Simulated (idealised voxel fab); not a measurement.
voxel ribs on slabs: a process module
Each square cell in cross-section cut measures 5 nm, and the section as a whole is 150 nm wide.
A cross-section is a grid of square cells, given in bands from the top down. A band is one or more rows of cells.
First you get the band's top height and its bottom height, in nm, and then the materials it's made of, left to right, with each width in nm. If you see a single material with "full width", that one covers the band edge to edge. "empty" is empty space.
Height reference: 0 = level under which incoming wafer is all one material. Lowest band: no bottom, runs on downward, e.g. "z 0 and below".
With a width like "30..40", each row of cells in the band differs from the next by the same amount, the top row carrying the first number and the bottom row the second.
"remained unchanged" after a step means that no cell of the cross-section changed.
"Non-vented voids" lists enclosed empty spaces (at least 8 cells, no open path upward to the top), each as width x height at distance from the left edge, in nm.
after a step's settings: what the simulator itself notes on the step
For masked steps, "overlay nm" on the step line gives how far right of plan the mask actually lay; a minus sign means it lay to the left.
List of planned process steps
| 1 | RECEIVE | material Si |
| 2 | DIRECTIONAL_DEP | material SiO2 | thk nm 25 |
| 3 | DIRECTIONAL_DEP | material SiN | thk nm 15 |
| 4 | PATTERN | tone cover | mask id RIB | material resist | width nm 15 | thk nm 15 | overlay nm 0 |
| 5 | DIRECTIONAL_ETCH | etch materials SiN | depth nm 10 |
| 6 | STRIP | etch materials resist |
| 7 | MASKED_ETCH | tone cover | mask id SLAB | width nm 55 | etch materials SiN | depth nm 5 | overlay nm -15 |
| 8 | FILL_DEP | material SiO2 | thk nm 15 |
| 9 | CMP | height nm 50 |
| 10 | DIRECTIONAL_DEP | material TiN | thk nm 5 |
| 11 | PATTERN | tone cover | mask id HEATER | material resist | width nm 25 | thk nm 20 | overlay nm 0 |
| 12 | DIRECTIONAL_ETCH | etch materials TiN | depth nm 5 |
| 13 | STRIP | etch materials resist |
| 14 | CONFORMAL_DEP | material SiN | thk nm 5 |
Don't read the plan's overlay nm for step 7 as applying to every wafer: that's the first wafer's value, and the wafers differ in it, though they all start identical.
First of several wafers, received after step 1, in cross-section
	z 0 and below: Si full width
	Non-vented voids: none
each wafer at the end: cells of each material gained (+) or lost (-) since it was received, then its closed voids
overlay nm -15 | +49 SiN | +283 SiO2 | +5 TiN | Non-vented voids: none
overlay nm -10 | +49 SiN | +283 SiO2 | +5 TiN | Non-vented voids: none
overlay nm -5 | +49 SiN | +283 SiO2 | +5 TiN | Non-vented voids: none
overlay nm 0 | +49 SiN | +283 SiO2 | +5 TiN | Non-vented voids: none
overlay nm 5 | +49 SiN | +283 SiO2 | +5 TiN | Non-vented voids: none
overlay nm 10 | +49 SiN | +283 SiO2 | +5 TiN | Non-vented voids: none
overlay nm 15 | +49 SiN | +283 SiO2 | +5 TiN | Non-vented voids: none
